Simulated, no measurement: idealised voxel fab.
Process module under the name voxel air gaps
Section cut is 255 nm wide and gridded with 5 nm square cells.
How to read a cross-section here: the picture is a grid of square cells, written as bands going from the top down, and any band can span one or more rows of cells.
The band entry comprises the height of the band's top followed by the height of its bottom, expressed in nm, and subsequently the band's materials from left to right, each stated together with its width in nm. Where a single material is marked with the word "everywhere", that material fills the band from edge to edge. The word "blank" represents empty space.
Zero point of the height axis is 0; under it, received wafer = one material. Lowest band: continues down indefinitely, "from 0 down".
The expression "30..40" gives the width at the extremes of the band, the first number at its top row of cells and the second at its bottom row, with the width changing by equal amounts from each row to the next in between.
What does "identical to before" mean for a step? It means no cell of the cross-section changed in that step.
"Unvented voids" enumerates empty spaces isolated from the top, with no open way to it, that contain at least 8 cells, giving each as width x height at distance from the left edge, all three in nm.
Where a step's line continues beyond its settings, the continuation is a remark by the simulator itself on that step.
"overlay nm" on a masked step: distance the mask lay right of its planned place, negative for left.

Intended process steps
| 1 | RECEIVE,material Si |
| 2 | CONFORMAL_DEP,material SiO2,thk nm 15 |
| 3 | CONFORMAL_DEP,material SiCN,thk nm 5 |
| 4 | DIRECTIONAL_DEP,material lowk,thk nm 30 |
| 5 | MASKED_ETCH,tone open,mask id LINES,width nm 20,pitch nm 45,etch materials lowk,depth nm 30,overlay nm 0 |
| 6 | CONFORMAL_DEP,material TiN,thk nm 5 |
| 7 | FILL_DEP,material W,thk nm 10 |
| 8 | CMP,height nm 50 |
| 9 | EPI,material Ru,thk nm 10 |
| 10 | SELECTIVE_ETCH,etch materials lowk,depth nm 40 |
| 11 | CONFORMAL_DEP,material SiCN,thk nm 5 |

Cross-section: wafer on arrival = after step 1
> from 0 down  Si everywhere
> Unvented voids: none

Result of the module, cross-sectioned: start per above, plan per above, one error in how it was run
> from 65 to 60  blank (55) | SiCN (140) | blank (60)
> from 60 to 50  blank (55) | SiCN (5) | Ru (40) | SiCN (5) | Ru (40) | SiCN (5) | Ru (40) | SiCN (5) | blank (60)
> from 50 to 45  blank (55) | SiCN (15) | TiN (5) | W (10) | TiN (5) | SiCN (25) | TiN (5) | W (10) | TiN (5) | SiCN (25) | TiN (5) | W (10) | TiN (5) | SiCN (15) | blank (60)
> from 45 to 25  blank (65) | SiCN (5) | TiN (5) | W (10) | TiN (5) | SiCN (5) | blank (15) | SiCN (5) | TiN (5) | W (10) | TiN (5) | SiCN (5) | blank (15) | SiCN (5) | TiN (5) | W (10) | TiN (5) | SiCN (5) | blank (70)
> from 25 to 20  SiCN (70) | TiN (20) | SiCN (25) | TiN (20) | SiCN (25) | TiN (20) | SiCN (75)
> from 20 to 5  SiO2 everywhere
> from 5 to 0  SiCN everywhere
> from 0 down  Si everywhere
> Unvented voids: 15 x 20 at 95; 15 x 20 at 140
In executing the process, a mistake was made relative to the plan: deviation from plan: step 3 and step 2 executed in one another's positions
